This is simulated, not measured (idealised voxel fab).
Process module heading - voxel wiring stack
Square cells of 5 nm make up the cross-section cut, whose width is 195 nm.
We lay out every cross-section as a grid of square cells and spell it out in bands from the top down, where one band means one or more rows of cells.
This entry defines a band. It first specifies the height of the band's top and the height of its bottom in nm, and then specifies the band's materials from left to right, stating each material with its width in nm. The word "all across" identifies a single material that fills the band from edge to edge, while the word "empty" identifies empty space.
All heights in this document are referenced to 0, defined as the level beneath which the wafer, as received, consists entirely of one material. The lowest band is not bounded below; it extends indefinitely downward and is written in the form "0 -> down".
The notation "30->40" denotes a width that varies across the rows of cells in the band, beginning at the first number in the top row, finishing at the second number in the bottom row, and changing by an identical amount from each row to the next.
"remained the same" -> step changed no cross-section cell.
Reported under the label "Enclosed void catalog" are the empty spaces having no open way to the top and comprising 8 cells or more; the notation for each is width x height at distance, in which the distance is measured from the left edge and all three values are in nm.
Post-settings text on a step line: simulator's own remark regarding the step.
On any step carrying a mask, the "overlay nm" setting, if present on the step's line, tells how far right of its planned place the mask lay; negative values point to the left.

-- This section lists the process steps that were planned
step 1: RECEIVE | material Si
step 2: CONFORMAL_DEP | material SiO2 | thk nm 15
step 3: DIRECTIONAL_DEP | material TiN | thk nm 5
step 4: DIRECTIONAL_DEP | material Ru | thk nm 15
step 5: PATTERN | tone cover | mask id METAL_1 | material resist | width nm 30 | pitch nm 45 | thk nm 20 | overlay nm 0
step 6: DIRECTIONAL_ETCH | etch materials Ru | depth nm 15
step 7: DIRECTIONAL_ETCH | etch materials TiN | depth nm 5
step 8: STRIP | etch materials resist
step 9: CONFORMAL_DEP | material SiCN | thk nm 5
step 10: FILL_DEP | material SiO2 | thk nm 5
step 11: CMP | height nm 35
step 12: CONFORMAL_DEP | material SiCN | thk nm 5
step 13: DIRECTIONAL_DEP | material SiO2 | thk nm 20
step 14: PATTERN | tone open | mask id PLUG_1 | material resist | width nm 15 | pitch nm 90 | thk nm 15 | overlay nm 0
step 15: DIRECTIONAL_ETCH | etch materials SiO2 | depth nm 20
step 16: DIRECTIONAL_ETCH | etch materials SiCN | depth nm 5
step 17: STRIP | etch materials resist
step 18: EPI | material Ru | thk nm 10
step 19: EPI | material Ru | thk nm 10
step 20: EPI | material Ru | thk nm 5
step 21: DIRECTIONAL_DEP | material TiN | thk nm 5
step 22: DIRECTIONAL_DEP | material Ru | thk nm 20
step 23: MASKED_ETCH | tone cover | mask id METAL_2 | width nm 30 | pitch nm 45 | etch materials Ru | depth nm 20 | overlay nm 0
step 24: MASKED_ETCH | tone cover | mask id METAL_2 | width nm 30 | pitch nm 45 | etch materials TiN | depth nm 5 | overlay nm 0
step 25: FILL_DEP | material SiO2 | thk nm 10
step 26: CMP | height nm 85
step 27: CONFORMAL_DEP | material SiN | thk nm 5

-- as received, after step 1
0 -> down  Si all across
Enclosed void catalog: none

-- First wafer of two, sectioned at end of module; run went per plan
90 -> 85  SiN all across
85 -> 65  SiO2=15; Ru=30; SiO2=15; Ru=30; SiO2=15; Ru=30; SiO2=15; Ru=30; SiO2=15
65 -> 60  SiO2=15; TiN=30; SiO2=15; TiN=30; SiO2=15; TiN=30; SiO2=15; TiN=30; SiO2=15
60 -> 40  SiO2=15; Ru=15; SiO2=75; Ru=15; SiO2=75
40 -> 35  SiCN=15; Ru=15; SiCN=75; Ru=15; SiCN=75
35 -> 20  SiO2=10; SiCN=5; Ru=30; SiCN=5; SiO2=5; SiCN=5; Ru=30; SiCN=5; SiO2=5; SiCN=5; Ru=30; SiCN=5; SiO2=5; SiCN=5; Ru=30; SiCN=5; SiO2=10
20 -> 15  SiCN=15; TiN=30; SiCN=15; TiN=30; SiCN=15; TiN=30; SiCN=15; TiN=30; SiCN=15
15 -> 0  SiO2 all across
0 -> down  Si all across
Enclosed void catalog: none

-- second wafer at the end: like start, like plan, one mistake
90 -> 85  SiN all across
85 -> 65  SiO2=15; Ru=30; SiO2=15; Ru=30; SiO2=15; Ru=30; SiO2=15; Ru=30; SiO2=15
65 -> 60  SiO2=15; TiN=30; SiO2=15; TiN=30; SiO2=15; TiN=30; SiO2=15; TiN=30; SiO2=15
60 -> 40  SiO2=15; Ru=15; SiO2=75; Ru=15; SiO2=75
40 -> 35  SiCN=15; Ru=15; SiCN=75; Ru=15; SiCN=75
35 -> 30  SiO2=10; SiCN=5; Ru=30; SiCN=5; SiO2=5; SiCN=5; Ru=30; SiCN=5; SiO2=5; SiCN=5; Ru=30; SiCN=5; SiO2=5; SiCN=5; Ru=30; SiCN=5; SiO2=10
30 -> 25  SiCN=15; TiN=30; SiCN=15; TiN=30; SiCN=15; TiN=30; SiCN=15; TiN=30; SiCN=15
25 -> 15  TiN all across
15 -> 0  SiO2 all across
0 -> down  Si all across
Enclosed void catalog: none
The plan and the run diverged here: step 3 deviated from plan and actually ran as DIRECTIONAL_DEP | material TiN | thk nm 15
Heads up, by the end the second wafer has more or fewer cells of some materials compared to the first: Ru -48, SiCN -16, SiO2 -14, TiN +78
